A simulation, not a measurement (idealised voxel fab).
Module name: voxel self aligned contacts (process module)
Section cut is 245 nm wide and gridded with 5 nm square cells.
Format of a cross-section: grid, square cells. Given as bands. Order: top down. Band: one or more rows of cells. First you get the band's top height and its bottom height, in nm, and then the materials it's made of, left to right, with each width in nm. If you see a single material with "edge to edge", that one covers the band edge to edge. "empty" is empty space. Note: height 0 marks the level under which the wafer is uniformly one material as received. Lowest band unbounded below, written "0..down". Width: "30..40" (first number = top row, second number = bottom row, same change from row to row of cells). "nothing got changed", as given for a step, is the statement that not any cell of the cross-section underwent a change during that step. What "Unvented internal voids" gives you is every empty space of 8 cells or more that is cut off from the top. Each appears as width x height at distance, with the distance taken from the left edge and width, height and distance all in nm. What comes after the settings on a step's line is commentary from the simulator itself on that step. "overlay nm" on a masked step: distance the mask lay right of its planned place, negative for left. Reading guide: pairs of cross-sections, before and after one process step; after view cut off at lowest changed band; step and settings listed under each pair. Pairs may stem from different runs of this module on the same starting wafer; continuity with the pair above only where the "Pre-processing view" entry states it.
-- Pre-processing view
> 0..down: Si edge to edge
> Unvented internal voids: none
-- Cut View, Post-Step
> 0..-5: SiO2 edge to edge
> Rest of section, below -5: as before.
> Unvented internal voids: none
The before and after cross-sections above are linked by OXIDIZE, depth nm 5
Pre-processing view: just use the after drawing of the pair above as your starting point.
-- Cut View, Post-Step
> 30..0: polySi edge to edge
> Rest of section, below 0: as before.
> Unvented internal voids: none
The before and after cross-sections above are linked by DIRECTIONAL_DEP, material polySi, thk nm 30
Pre-processing view: just use the after drawing of the pair above as your starting point.
-- Cut View, Post-Step
> 45..30: SiN edge to edge
> Rest of section, below 30: as before.
> Unvented internal voids: none
The before and after cross-sections above are linked by DIRECTIONAL_DEP, material SiN, thk nm 15
Pre-processing view: just use the after drawing of the pair above as your starting point.
-- Cut View, Post-Step
> 45..30: empty (35), then SiN (35), then empty (35), then SiN (35), then empty (35), then SiN (35), then empty (35)
> Rest of section, below 30: as before.
> Unvented internal voids: none
The before and after cross-sections above are linked by MASKED_ETCH, tone cover, mask id GATE, width nm 35, pitch nm 70, etch materials SiN, depth nm 15, overlay nm 0
Pre-processing view: just use the after drawing of the pair above as your starting point.
-- Cut View, Post-Step
> 45..30: empty (35), then SiN (35), then empty (35), then SiN (35), then empty (35), then SiN (35), then empty (35)
> 30..0: empty (35), then polySi (35), then empty (35), then polySi (35), then empty (35), then polySi (35), then empty (35)
> Rest of section, below 0: as before.
> Unvented internal voids: none
The before and after cross-sections above are linked by MASKED_ETCH, tone cover, mask id GATE, width nm 35, pitch nm 70, etch materials polySi, depth nm 30, overlay nm 0
Pre-processing view: just use the after drawing of the pair above as your starting point.
-- Cut View, Post-Step
> 50..30: empty (30), then SiN (45), then empty (25), then SiN (45), then empty (25), then SiN (45), then empty (30)
> 30..5: empty (30), then SiN (5), then polySi (35), then SiN (5), then empty (25), then SiN (5), then polySi (35), then SiN (5), then empty (25), then SiN (5), then polySi (35), then SiN (5), then empty (30)
> 5..0: SiN (35), then polySi (35), then SiN (35), then polySi (35), then SiN (35), then polySi (35), then SiN (35)
> Rest of section, below 0: as before.
> Unvented internal voids: none
The before and after cross-sections above are linked by CONFORMAL_DEP, material SiN, thk nm 5
Pre-processing view: just use the after drawing of the pair above as your starting point.
-- Cut View, Post-Step
> 45..30: empty (30), then SiN (45), then empty (25), then SiN (45), then empty (25), then SiN (45), then empty (30)
> 30..0: empty (30), then SiN (5), then polySi (35), then SiN (5), then empty (25), then SiN (5), then polySi (35), then SiN (5), then empty (25), then SiN (5), then polySi (35), then SiN (5), then empty (30)
> Rest of section, below 0: as before.
> Unvented internal voids: none
The before and after cross-sections above are linked by DIRECTIONAL_ETCH, etch materials SiN, depth nm 5
Pre-processing view: just use the after drawing of the pair above as your starting point.
-- Cut View, Post-Step
> 60..45: SiO2 edge to edge
> 45..30: SiO2 (30), then SiN (45), then SiO2 (25), then SiN (45), then SiO2 (25), then SiN (45), then SiO2 (30)
> 30..0: SiO2 (30), then SiN (5), then polySi (35), then SiN (5), then SiO2 (25), then SiN (5), then polySi (35), then SiN (5), then SiO2 (25), then SiN (5), then polySi (35), then SiN (5), then SiO2 (30)
> Rest of section, below 0: as before.
> Unvented internal voids: none
The before and after cross-sections above are linked by FILL_DEP, material SiO2, thk nm 15
Pre-processing view: just use the after drawing of the pair above as your starting point.
-- Cut View, Post-Step
> 50..45: SiO2 edge to edge
> Rest of section, below 45: as before.
> Unvented internal voids: none
The before and after cross-sections above are linked by CMP, height nm 50
Pre-processing view: just use the after drawing of the pair above as your starting point.
-- Cut View, Post-Step
> 65..50: aC edge to edge
> Rest of section, below 50: as before.
> Unvented internal voids: none
The before and after cross-sections above are linked by DIRECTIONAL_DEP, material aC, thk nm 15
Pre-processing view: just use the after drawing of the pair above as your starting point.
-- Cut View, Post-Step
> 100..65: resist (60), then empty (55), then resist (15), then empty (55), then resist (60)
> Rest of section, below 65: as before.
> Unvented internal voids: none
The before and after cross-sections above are linked by PATTERN, tone open, mask id CONTACT, material resist, width nm 55, pitch nm 70, thk nm 35, overlay nm 0
Pre-processing view: just use the after drawing of the pair above as your starting point.
-- Cut View, Post-Step
> 85..65: resist (60), then empty (55), then resist (15), then empty (55), then resist (60)
> 65..50: aC (60), then empty (55), then aC (15), then empty (55), then aC (60)
> Rest of section, below 50: as before.
> Unvented internal voids: none
The before and after cross-sections above are linked by DIRECTIONAL_ETCH, etch materials aC, depth nm 15
Pre-processing view: just use the after drawing of the pair above as your starting point.
-- Cut View, Post-Step
> 65..50: aC (60), then empty (55), then aC (15), then empty (55), then aC (60)
> Rest of section, below 50: as before.
> Unvented internal voids: none
The before and after cross-sections above are linked by STRIP, etch materials resist
Pre-processing view: just use the after drawing of the pair above as your starting point.
-- Cut View, Post-Step
> 65..50: aC (60), then empty (55), then aC (15), then empty (55), then aC (60)
> 50..45: SiO2 (60), then empty (55), then SiO2 (15), then empty (55), then SiO2 (60)
> 45..30: SiO2 (30), then SiN (45), then empty (25), then SiN (45), then empty (25), then SiN (45), then SiO2 (30)
> 30..0: SiO2 (30), then SiN (5), then polySi (35), then SiN (5), then empty (25), then SiN (5), then polySi (35), then SiN (5), then empty (25), then SiN (5), then polySi (35), then SiN (5), then SiO2 (30)
> 0..-5: SiO2 (75), then empty (25), then SiO2 (45), then empty (25), then SiO2 (75)
> Rest of section, below -5: as before.
> Unvented internal voids: none
The before and after cross-sections above are linked by DIRECTIONAL_ETCH, etch materials SiO2, depth nm 55
Pre-processing view: just use the after drawing of the pair above as your starting point.
-- Cut View, Post-Step
> 50..45: SiO2 (60), then empty (55), then SiO2 (15), then empty (55), then SiO2 (60)
> Rest of section, below 45: as before.
> Unvented internal voids: none
The before and after cross-sections above are linked by STRIP, etch materials aC
Pre-processing view: just use the after drawing of the pair above as your starting point.
-- Cut View, Post-Step
> 55..50: TiN (65), then empty (45), then TiN (25), then empty (45), then TiN (65)
> 50..45: SiO2 (60), then TiN (20), then empty (15), then TiN (20), then SiO2 (15), then TiN (20), then empty (15), then TiN (20), then SiO2 (60)
> 45..30: SiO2 (30), then SiN (45), then TiN (5), then empty (15), then TiN (5), then SiN (45), then TiN (5), then empty (15), then TiN (5), then SiN (45), then SiO2 (30)
> 30..0: SiO2 (30), then SiN (5), then polySi (35), then SiN (5), then TiN (5), then empty (15), then TiN (5), then SiN (5), then polySi (35), then SiN (5), then TiN (5), then empty (15), then TiN (5), then SiN (5), then polySi (35), then SiN (5), then SiO2 (30)
> 0..-5: SiO2 (75), then TiN (25), then SiO2 (45), then TiN (25), then SiO2 (75)
> Rest of section, below -5: as before.
> Unvented internal voids: none
The before and after cross-sections above are linked by CONFORMAL_DEP, material TiN, thk nm 5
Pre-processing view: just use the after drawing of the pair above as your starting point.
-- Cut View, Post-Step
> 65..55: Ru edge to edge
> 55..50: TiN (65), then Ru (45), then TiN (25), then Ru (45), then TiN (65)
> 50..45: SiO2 (60), then TiN (20), then Ru (15), then TiN (20), then SiO2 (15), then TiN (20), then Ru (15), then TiN (20), then SiO2 (60)
> 45..30: SiO2 (30), then SiN (45), then TiN (5), then Ru (15), then TiN (5), then SiN (45), then TiN (5), then Ru (15), then TiN (5), then SiN (45), then SiO2 (30)
> 30..0: SiO2 (30), then SiN (5), then polySi (35), then SiN (5), then TiN (5), then Ru (15), then TiN (5), then SiN (5), then polySi (35), then SiN (5), then TiN (5), then Ru (15), then TiN (5), then SiN (5), then polySi (35), then SiN (5), then SiO2 (30)
> Rest of section, below 0: as before.
> Unvented internal voids: none
The before and after cross-sections above are linked by FILL_DEP, material Ru, thk nm 10
Pre-processing view: just use the after drawing of the pair above as your starting point.
-- Cut View, Post-Step
> 50..45: SiO2 (60), then TiN (20), then Ru (15), then TiN (20), then SiO2 (15), then TiN (20), then Ru (15), then TiN (20), then SiO2 (60)
> Rest of section, below 45: as before.
> Unvented internal voids: none
The before and after cross-sections above are linked by CMP, height nm 50
Pre-processing view: just use the after drawing of the pair above as your starting point.
-- Cut View, Post-Step
> 55..50: SiCN edge to edge
> Rest of section, below 50: as before.
> Unvented internal voids: none
The before and after cross-sections above are linked by CONFORMAL_DEP, material SiCN, thk nm 5
-- Pre-processing view
> 0..down: Si edge to edge
> Unvented internal voids: none
-- Cut View, Post-Step
> 30..0: polySi edge to edge
> Rest of section, below 0: as before.
> Unvented internal voids: none
The before and after cross-sections above are linked by DIRECTIONAL_DEP, material polySi, thk nm 30
Pre-processing view: just use the after drawing of the pair above as your starting point.
-- Cut View, Post-Step
> 45..30: SiN edge to edge
> Rest of section, below 30: as before.
> Unvented internal voids: none
The before and after cross-sections above are linked by DIRECTIONAL_DEP, material SiN, thk nm 15
Pre-processing view: just use the after drawing of the pair above as your starting point.
-- Cut View, Post-Step
> 45..30: empty (35), then SiN (35), then empty (35), then SiN (35), then empty (35), then SiN (35), then empty (35)
> Rest of section, below 30: as before.
> Unvented internal voids: none
The before and after cross-sections above are linked by MASKED_ETCH, tone cover, mask id GATE, width nm 35, pitch nm 70, etch materials SiN, depth nm 15, overlay nm 0
Pre-processing view: just use the after drawing of the pair above as your starting point.
-- Cut View, Post-Step
> 45..30: empty (35), then SiN (35), then empty (35), then SiN (35), then empty (35), then SiN (35), then empty (35)
> 30..0: empty (35), then polySi (35), then empty (35), then polySi (35), then empty (35), then polySi (35), then empty (35)
> Rest of section, below 0: as before.
> Unvented internal voids: none
The before and after cross-sections above are linked by MASKED_ETCH, tone cover, mask id GATE, width nm 35, pitch nm 70, etch materials polySi, depth nm 30, overlay nm 0
Pre-processing view: just use the after drawing of the pair above as your starting point.
-- Cut View, Post-Step
> 50..30: empty (30), then SiN (45), then empty (25), then SiN (45), then empty (25), then SiN (45), then empty (30)
> 30..5: empty (30), then SiN (5), then polySi (35), then SiN (5), then empty (25), then SiN (5), then polySi (35), then SiN (5), then empty (25), then SiN (5), then polySi (35), then SiN (5), then empty (30)
> 5..0: SiN (35), then polySi (35), then SiN (35), then polySi (35), then SiN (35), then polySi (35), then SiN (35)
> Rest of section, below 0: as before.
> Unvented internal voids: none
The before and after cross-sections above are linked by CONFORMAL_DEP, material SiN, thk nm 5
Pre-processing view: just use the after drawing of the pair above as your starting point.
-- Cut View, Post-Step
> 45..30: empty (30), then SiN (45), then empty (25), then SiN (45), then empty (25), then SiN (45), then empty (30)
> 30..0: empty (30), then SiN (5), then polySi (35), then SiN (5), then empty (25), then SiN (5), then polySi (35), then SiN (5), then empty (25), then SiN (5), then polySi (35), then SiN (5), then empty (30)
> Rest of section, below 0: as before.
> Unvented internal voids: none
The before and after cross-sections above are linked by DIRECTIONAL_ETCH, etch materials SiN, depth nm 5
Pre-processing view: just use the after drawing of the pair above as your starting point.
-- Cut View, Post-Step
> 60..45: SiO2 edge to edge
> 45..30: SiO2 (30), then SiN (45), then SiO2 (25), then SiN (45), then SiO2 (25), then SiN (45), then SiO2 (30)
> 30..0: SiO2 (30), then SiN (5), then polySi (35), then SiN (5), then SiO2 (25), then SiN (5), then polySi (35), then SiN (5), then SiO2 (25), then SiN (5), then polySi (35), then SiN (5), then SiO2 (30)
> Rest of section, below 0: as before.
> Unvented internal voids: none
The before and after cross-sections above are linked by FILL_DEP, material SiO2, thk nm 15
Pre-processing view: just use the after drawing of the pair above as your starting point.
-- Cut View, Post-Step
> 50..45: SiO2 edge to edge
> Rest of section, below 45: as before.
> Unvented internal voids: none
The before and after cross-sections above are linked by CMP, height nm 50
Pre-processing view: just use the after drawing of the pair above as your starting point.
-- Cut View, Post-Step
> 65..50: aC edge to edge
> Rest of section, below 50: as before.
> Unvented internal voids: none
The before and after cross-sections above are linked by DIRECTIONAL_DEP, material aC, thk nm 15
Pre-processing view: just use the after drawing of the pair above as your starting point.
-- Cut View, Post-Step
> 100..65: resist (60), then empty (55), then resist (15), then empty (55), then resist (60)
> Rest of section, below 65: as before.
> Unvented internal voids: none
The before and after cross-sections above are linked by PATTERN, tone open, mask id CONTACT, material resist, width nm 55, pitch nm 70, thk nm 35, overlay nm 0
Pre-processing view: just use the after drawing of the pair above as your starting point.
-- Cut View, Post-Step
> 85..65: resist (60), then empty (55), then resist (15), then empty (55), then resist (60)
> 65..50: aC (60), then empty (55), then aC (15), then empty (55), then aC (60)
> Rest of section, below 50: as before.
> Unvented internal voids: none
The before and after cross-sections above are linked by DIRECTIONAL_ETCH, etch materials aC, depth nm 15
Pre-processing view: just use the after drawing of the pair above as your starting point.
-- Cut View, Post-Step
> 65..50: aC (60), then empty (55), then aC (15), then empty (55), then aC (60)
> Rest of section, below 50: as before.
> Unvented internal voids: none
The before and after cross-sections above are linked by STRIP, etch materials resist
Pre-processing view: just use the after drawing of the pair above as your starting point.
-- Cut View, Post-Step
> 65..50: aC (60), then empty (55), then aC (15), then empty (55), then aC (60)
> 50..45: SiO2 (60), then empty (55), then SiO2 (15), then empty (55), then SiO2 (60)
> 45..30: SiO2 (30), then SiN (45), then empty (25), then SiN (45), then empty (25), then SiN (45), then SiO2 (30)
> 30..0: SiO2 (30), then SiN (5), then polySi (35), then SiN (5), then empty (25), then SiN (5), then polySi (35), then SiN (5), then empty (25), then SiN (5), then polySi (35), then SiN (5), then SiO2 (30)
> Rest of section, below 0: as before.
> Unvented internal voids: none
The before and after cross-sections above are linked by DIRECTIONAL_ETCH, etch materials SiO2, depth nm 55
Pre-processing view: just use the after drawing of the pair above as your starting point.
-- Cut View, Post-Step
> 50..45: SiO2 (60), then empty (55), then SiO2 (15), then empty (55), then SiO2 (60)
> Rest of section, below 45: as before.
> Unvented internal voids: none
The before and after cross-sections above are linked by STRIP, etch materials aC
Pre-processing view: just use the after drawing of the pair above as your starting point.
-- Cut View, Post-Step
> 55..50: TiN (65), then empty (45), then TiN (25), then empty (45), then TiN (65)
> 50..45: SiO2 (60), then TiN (20), then empty (15), then TiN (20), then SiO2 (15), then TiN (20), then empty (15), then TiN (20), then SiO2 (60)
> 45..30: SiO2 (30), then SiN (45), then TiN (5), then empty (15), then TiN (5), then SiN (45), then TiN (5), then empty (15), then TiN (5), then SiN (45), then SiO2 (30)
> 30..5: SiO2 (30), then SiN (5), then polySi (35), then SiN (5), then TiN (5), then empty (15), then TiN (5), then SiN (5), then polySi (35), then SiN (5), then TiN (5), then empty (15), then TiN (5), then SiN (5), then polySi (35), then SiN (5), then SiO2 (30)
> 5..0: SiO2 (30), then SiN (5), then polySi (35), then SiN (5), then TiN (25), then SiN (5), then polySi (35), then SiN (5), then TiN (25), then SiN (5), then polySi (35), then SiN (5), then SiO2 (30)
> Rest of section, below 0: as before.
> Unvented internal voids: none
The before and after cross-sections above are linked by CONFORMAL_DEP, material TiN, thk nm 5
Pre-processing view: just use the after drawing of the pair above as your starting point.
-- Cut View, Post-Step
> 65..55: Ru edge to edge
> 55..50: TiN (65), then Ru (45), then TiN (25), then Ru (45), then TiN (65)
> 50..45: SiO2 (60), then TiN (20), then Ru (15), then TiN (20), then SiO2 (15), then TiN (20), then Ru (15), then TiN (20), then SiO2 (60)
> 45..30: SiO2 (30), then SiN (45), then TiN (5), then Ru (15), then TiN (5), then SiN (45), then TiN (5), then Ru (15), then TiN (5), then SiN (45), then SiO2 (30)
> 30..5: SiO2 (30), then SiN (5), then polySi (35), then SiN (5), then TiN (5), then Ru (15), then TiN (5), then SiN (5), then polySi (35), then SiN (5), then TiN (5), then Ru (15), then TiN (5), then SiN (5), then polySi (35), then SiN (5), then SiO2 (30)
> Rest of section, below 5: as before.
> Unvented internal voids: none
The before and after cross-sections above are linked by FILL_DEP, material Ru, thk nm 10
Pre-processing view: just use the after drawing of the pair above as your starting point.
-- Cut View, Post-Step
> 50..45: SiO2 (60), then TiN (20), then Ru (15), then TiN (20), then SiO2 (15), then TiN (20), then Ru (15), then TiN (20), then SiO2 (60)
> Rest of section, below 45: as before.
> Unvented internal voids: none
The before and after cross-sections above are linked by CMP, height nm 50
Pre-processing view: just use the after drawing of the pair above as your starting point.
-- Cut View, Post-Step
> 55..50: SiCN edge to edge
> Rest of section, below 50: as before.
> Unvented internal voids: none
The before and after cross-sections above are linked by CONFORMAL_DEP, material SiCN, thk nm 5
-- Pre-processing view
> 30..0: polySi edge to edge
> 0..-5: SiO2 edge to edge
> -5..down: Si edge to edge
> Unvented internal voids: none
-- Cut View, Post-Step
> 60..0: polySi edge to edge
> Rest of section, below 0: as before.
> Unvented internal voids: none
The before and after cross-sections above are linked by DIRECTIONAL_DEP, material polySi, thk nm 30
Pre-processing view: just use the after drawing of the pair above as your starting point.
-- Cut View, Post-Step
> 75..60: SiN edge to edge
> Rest of section, below 60: as before.
> Unvented internal voids: none
The before and after cross-sections above are linked by DIRECTIONAL_DEP, material SiN, thk nm 15
Pre-processing view: just use the after drawing of the pair above as your starting point.
-- Cut View, Post-Step
> 75..60: empty (35), then SiN (35), then empty (35), then SiN (35), then empty (35), then SiN (35), then empty (35)
> Rest of section, below 60: as before.
> Unvented internal voids: none
The before and after cross-sections above are linked by MASKED_ETCH, tone cover, mask id GATE, width nm 35, pitch nm 70, etch materials SiN, depth nm 15, overlay nm 0
Pre-processing view: just use the after drawing of the pair above as your starting point.
-- Cut View, Post-Step
> 75..60: empty (35), then SiN (35), then empty (35), then SiN (35), then empty (35), then SiN (35), then empty (35)
> 60..30: empty (35), then polySi (35), then empty (35), then polySi (35), then empty (35), then polySi (35), then empty (35)
> Rest of section, below 30: as before.
> Unvented internal voids: none
The before and after cross-sections above are linked by MASKED_ETCH, tone cover, mask id GATE, width nm 35, pitch nm 70, etch materials polySi, depth nm 30, overlay nm 0
Pre-processing view: just use the after drawing of the pair above as your starting point.
-- Cut View, Post-Step
> 80..60: empty (30), then SiN (45), then empty (25), then SiN (45), then empty (25), then SiN (45), then empty (30)
> 60..35: empty (30), then SiN (5), then polySi (35), then SiN (5), then empty (25), then SiN (5), then polySi (35), then SiN (5), then empty (25), then SiN (5), then polySi (35), then SiN (5), then empty (30)
> 35..30: SiN (35), then polySi (35), then SiN (35), then polySi (35), then SiN (35), then polySi (35), then SiN (35)
> Rest of section, below 30: as before.
> Unvented internal voids: none
The before and after cross-sections above are linked by CONFORMAL_DEP, material SiN, thk nm 5
Pre-processing view: just use the after drawing of the pair above as your starting point.
-- Cut View, Post-Step
> 75..60: empty (30), then SiN (45), then empty (25), then SiN (45), then empty (25), then SiN (45), then empty (30)
> 60..30: empty (30), then SiN (5), then polySi (35), then SiN (5), then empty (25), then SiN (5), then polySi (35), then SiN (5), then empty (25), then SiN (5), then polySi (35), then SiN (5), then empty (30)
> Rest of section, below 30: as before.
> Unvented internal voids: none
The before and after cross-sections above are linked by DIRECTIONAL_ETCH, etch materials SiN, depth nm 5
Pre-processing view: just use the after drawing of the pair above as your starting point.
-- Cut View, Post-Step
> 90..75: SiO2 edge to edge
> 75..60: SiO2 (30), then SiN (45), then SiO2 (25), then SiN (45), then SiO2 (25), then SiN (45), then SiO2 (30)
> 60..30: SiO2 (30), then SiN (5), then polySi (35), then SiN (5), then SiO2 (25), then SiN (5), then polySi (35), then SiN (5), then SiO2 (25), then SiN (5), then polySi (35), then SiN (5), then SiO2 (30)
> Rest of section, below 30: as before.
> Unvented internal voids: none
The before and after cross-sections above are linked by FILL_DEP, material SiO2, thk nm 15
Pre-processing view: just use the after drawing of the pair above as your starting point.
-- Cut View, Post-Step
> 50..30: SiO2 (30), then SiN (5), then polySi (35), then SiN (5), then SiO2 (25), then SiN (5), then polySi (35), then SiN (5), then SiO2 (25), then SiN (5), then polySi (35), then SiN (5), then SiO2 (30)
> Rest of section, below 30: as before.
> Unvented internal voids: none
The before and after cross-sections above are linked by CMP, height nm 50
Pre-processing view: just use the after drawing of the pair above as your starting point.
-- Cut View, Post-Step
> 65..50: aC edge to edge
> Rest of section, below 50: as before.
> Unvented internal voids: none
The before and after cross-sections above are linked by DIRECTIONAL_DEP, material aC, thk nm 15
Pre-processing view: just use the after drawing of the pair above as your starting point.
-- Cut View, Post-Step
> 100..65: resist (60), then empty (55), then resist (15), then empty (55), then resist (60)
> Rest of section, below 65: as before.
> Unvented internal voids: none
The before and after cross-sections above are linked by PATTERN, tone open, mask id CONTACT, material resist, width nm 55, pitch nm 70, thk nm 35, overlay nm 0
Pre-processing view: just use the after drawing of the pair above as your starting point.
-- Cut View, Post-Step
> 85..65: resist (60), then empty (55), then resist (15), then empty (55), then resist (60)
> 65..50: aC (60), then empty (55), then aC (15), then empty (55), then aC (60)
> Rest of section, below 50: as before.
> Unvented internal voids: none
The before and after cross-sections above are linked by DIRECTIONAL_ETCH, etch materials aC, depth nm 15
Pre-processing view: just use the after drawing of the pair above as your starting point.
-- Cut View, Post-Step
> 65..50: aC (60), then empty (55), then aC (15), then empty (55), then aC (60)
> Rest of section, below 50: as before.
> Unvented internal voids: none
The before and after cross-sections above are linked by STRIP, etch materials resist
Pre-processing view: just use the after drawing of the pair above as your starting point.
-- Cut View, Post-Step
> 65..50: aC (60), then empty (55), then aC (15), then empty (55), then aC (60)
> 50..30: SiO2 (30), then SiN (5), then polySi (35), then SiN (5), then empty (25), then SiN (5), then polySi (35), then SiN (5), then empty (25), then SiN (5), then polySi (35), then SiN (5), then SiO2 (30)
> Rest of section, below 30: as before.
> Unvented internal voids: none
The before and after cross-sections above are linked by DIRECTIONAL_ETCH, etch materials SiO2, depth nm 55
Pre-processing view: just use the after drawing of the pair above as your starting point.
-- Cut View, Post-Step
> 50..30: SiO2 (30), then SiN (5), then polySi (35), then SiN (5), then empty (25), then SiN (5), then polySi (35), then SiN (5), then empty (25), then SiN (5), then polySi (35), then SiN (5), then SiO2 (30)
> Rest of section, below 30: as before.
> Unvented internal voids: none
The before and after cross-sections above are linked by STRIP, etch materials aC
Pre-processing view: just use the after drawing of the pair above as your starting point.
-- Cut View, Post-Step
> 55..50: TiN (80), then empty (15), then TiN (55), then empty (15), then TiN (80)
> 50..35: SiO2 (30), then SiN (5), then polySi (35), then SiN (5), then TiN (5), then empty (15), then TiN (5), then SiN (5), then polySi (35), then SiN (5), then TiN (5), then empty (15), then TiN (5), then SiN (5), then polySi (35), then SiN (5), then SiO2 (30)
> 35..30: SiO2 (30), then SiN (5), then polySi (35), then SiN (5), then TiN (25), then SiN (5), then polySi (35), then SiN (5), then TiN (25), then SiN (5), then polySi (35), then SiN (5), then SiO2 (30)
> Rest of section, below 30: as before.
> Unvented internal voids: none
The before and after cross-sections above are linked by CONFORMAL_DEP, material TiN, thk nm 5
Pre-processing view: just use the after drawing of the pair above as your starting point.
-- Cut View, Post-Step
> 65..55: Ru edge to edge
> 55..50: TiN (80), then Ru (15), then TiN (55), then Ru (15), then TiN (80)
> 50..35: SiO2 (30), then SiN (5), then polySi (35), then SiN (5), then TiN (5), then Ru (15), then TiN (5), then SiN (5), then polySi (35), then SiN (5), then TiN (5), then Ru (15), then TiN (5), then SiN (5), then polySi (35), then SiN (5), then SiO2 (30)
> Rest of section, below 35: as before.
> Unvented internal voids: none
The before and after cross-sections above are linked by FILL_DEP, material Ru, thk nm 10
Pre-processing view: just use the after drawing of the pair above as your starting point.
-- Cut View, Post-Step
> 50..35: SiO2 (30), then SiN (5), then polySi (35), then SiN (5), then TiN (5), then Ru (15), then TiN (5), then SiN (5), then polySi (35), then SiN (5), then TiN (5), then Ru (15), then TiN (5), then SiN (5), then polySi (35), then SiN (5), then SiO2 (30)
> Rest of section, below 35: as before.
> Unvented internal voids: none
The before and after cross-sections above are linked by CMP, height nm 50
Pre-processing view: just use the after drawing of the pair above as your starting point.
-- Cut View, Post-Step
> 55..50: SiCN edge to edge
> Rest of section, below 50: as before.
> Unvented internal voids: none
The before and after cross-sections above are linked by CONFORMAL_DEP, material SiCN, thk nm 5
-- Pre-processing view
> 30..0: polySi edge to edge
> 0..down: Si edge to edge
> Unvented internal voids: none
-- Cut View, Post-Step
> 30..25: SiO2 edge to edge
> Rest of section, below 25: as before.
> Unvented internal voids: none
The before and after cross-sections above are linked by OXIDIZE, depth nm 5
Pre-processing view: just use the after drawing of the pair above as your starting point.
-- Cut View, Post-Step
> 45..30: SiN edge to edge
> Rest of section, below 30: as before.
> Unvented internal voids: none
The before and after cross-sections above are linked by DIRECTIONAL_DEP, material SiN, thk nm 15
Pre-processing view: just use the after drawing of the pair above as your starting point.
-- Cut View, Post-Step
> 45..30: empty (35), then SiN (35), then empty (35), then SiN (35), then empty (35), then SiN (35), then empty (35)
> Rest of section, below 30: as before.
> Unvented internal voids: none
The before and after cross-sections above are linked by MASKED_ETCH, tone cover, mask id GATE, width nm 35, pitch nm 70, etch materials SiN, depth nm 15, overlay nm 0
Pre-processing view: just use the after drawing of the pair above as your starting point.
-- Cut View, Post-Step
> 50..35: empty (30), then SiN (45), then empty (25), then SiN (45), then empty (25), then SiN (45), then empty (30)
> 35..30: SiN edge to edge
> Rest of section, below 30: as before.
> Unvented internal voids: none
The before and after cross-sections above are linked by CONFORMAL_DEP, material SiN, thk nm 5
Pre-processing view: just use the after drawing of the pair above as your starting point.
-- Cut View, Post-Step
> 45..30: empty (30), then SiN (45), then empty (25), then SiN (45), then empty (25), then SiN (45), then empty (30)
> Rest of section, below 30: as before.
> Unvented internal voids: none
The before and after cross-sections above are linked by DIRECTIONAL_ETCH, etch materials SiN, depth nm 5
Pre-processing view: just use the after drawing of the pair above as your starting point.
-- Cut View, Post-Step
> 60..45: SiO2 edge to edge
> 45..30: SiO2 (30), then SiN (45), then SiO2 (25), then SiN (45), then SiO2 (25), then SiN (45), then SiO2 (30)
> Rest of section, below 30: as before.
> Unvented internal voids: none
The before and after cross-sections above are linked by FILL_DEP, material SiO2, thk nm 15
Pre-processing view: just use the after drawing of the pair above as your starting point.
-- Cut View, Post-Step
> 50..45: SiO2 edge to edge
> Rest of section, below 45: as before.
> Unvented internal voids: none
The before and after cross-sections above are linked by CMP, height nm 50
Pre-processing view: just use the after drawing of the pair above as your starting point.
-- Cut View, Post-Step
> 65..50: aC edge to edge
> Rest of section, below 50: as before.
> Unvented internal voids: none
The before and after cross-sections above are linked by DIRECTIONAL_DEP, material aC, thk nm 15
Pre-processing view: just use the after drawing of the pair above as your starting point.
-- Cut View, Post-Step
> 100..65: resist (60), then empty (55), then resist (15), then empty (55), then resist (60)
> Rest of section, below 65: as before.
> Unvented internal voids: none
The before and after cross-sections above are linked by PATTERN, tone open, mask id CONTACT, material resist, width nm 55, pitch nm 70, thk nm 35, overlay nm 0
Pre-processing view: just use the after drawing of the pair above as your starting point.
-- Cut View, Post-Step
> 85..65: resist (60), then empty (55), then resist (15), then empty (55), then resist (60)
> 65..50: aC (60), then empty (55), then aC (15), then empty (55), then aC (60)
> Rest of section, below 50: as before.
> Unvented internal voids: none
The before and after cross-sections above are linked by DIRECTIONAL_ETCH, etch materials aC, depth nm 15
Pre-processing view: just use the after drawing of the pair above as your starting point.
-- Cut View, Post-Step
> 65..50: aC (60), then empty (55), then aC (15), then empty (55), then aC (60)
> Rest of section, below 50: as before.
> Unvented internal voids: none
The before and after cross-sections above are linked by STRIP, etch materials resist
Pre-processing view: just use the after drawing of the pair above as your starting point.
-- Cut View, Post-Step
> 65..50: aC (60), then empty (55), then aC (15), then empty (55), then aC (60)
> 50..45: SiO2 (60), then empty (55), then SiO2 (15), then empty (55), then SiO2 (60)
> 45..30: SiO2 (30), then SiN (45), then empty (25), then SiN (45), then empty (25), then SiN (45), then SiO2 (30)
> 30..25: SiO2 (75), then empty (25), then SiO2 (45), then empty (25), then SiO2 (75)
> Rest of section, below 25: as before.
> Unvented internal voids: none
The before and after cross-sections above are linked by DIRECTIONAL_ETCH, etch materials SiO2, depth nm 55
Pre-processing view: just use the after drawing of the pair above as your starting point.
-- Cut View, Post-Step
> 50..45: SiO2 (60), then empty (55), then SiO2 (15), then empty (55), then SiO2 (60)
> Rest of section, below 45: as before.
> Unvented internal voids: none
The before and after cross-sections above are linked by STRIP, etch materials aC
Pre-processing view: just use the after drawing of the pair above as your starting point.
-- Cut View, Post-Step
> 55..50: TiN (65), then empty (45), then TiN (25), then empty (45), then TiN (65)
> 50..45: SiO2 (60), then TiN (20), then empty (15), then TiN (20), then SiO2 (15), then TiN (20), then empty (15), then TiN (20), then SiO2 (60)
> 45..30: SiO2 (30), then SiN (45), then TiN (5), then empty (15), then TiN (5), then SiN (45), then TiN (5), then empty (15), then TiN (5), then SiN (45), then SiO2 (30)
> 30..25: SiO2 (75), then TiN (25), then SiO2 (45), then TiN (25), then SiO2 (75)
> Rest of section, below 25: as before.
> Unvented internal voids: none
The before and after cross-sections above are linked by CONFORMAL_DEP, material TiN, thk nm 5
Pre-processing view: just use the after drawing of the pair above as your starting point.
-- Cut View, Post-Step
> 65..55: Ru edge to edge
> 55..50: TiN (65), then Ru (45), then TiN (25), then Ru (45), then TiN (65)
> 50..45: SiO2 (60), then TiN (20), then Ru (15), then TiN (20), then SiO2 (15), then TiN (20), then Ru (15), then TiN (20), then SiO2 (60)
> 45..30: SiO2 (30), then SiN (45), then TiN (5), then Ru (15), then TiN (5), then SiN (45), then TiN (5), then Ru (15), then TiN (5), then SiN (45), then SiO2 (30)
> Rest of section, below 30: as before.
> Unvented internal voids: none
The before and after cross-sections above are linked by FILL_DEP, material Ru, thk nm 10
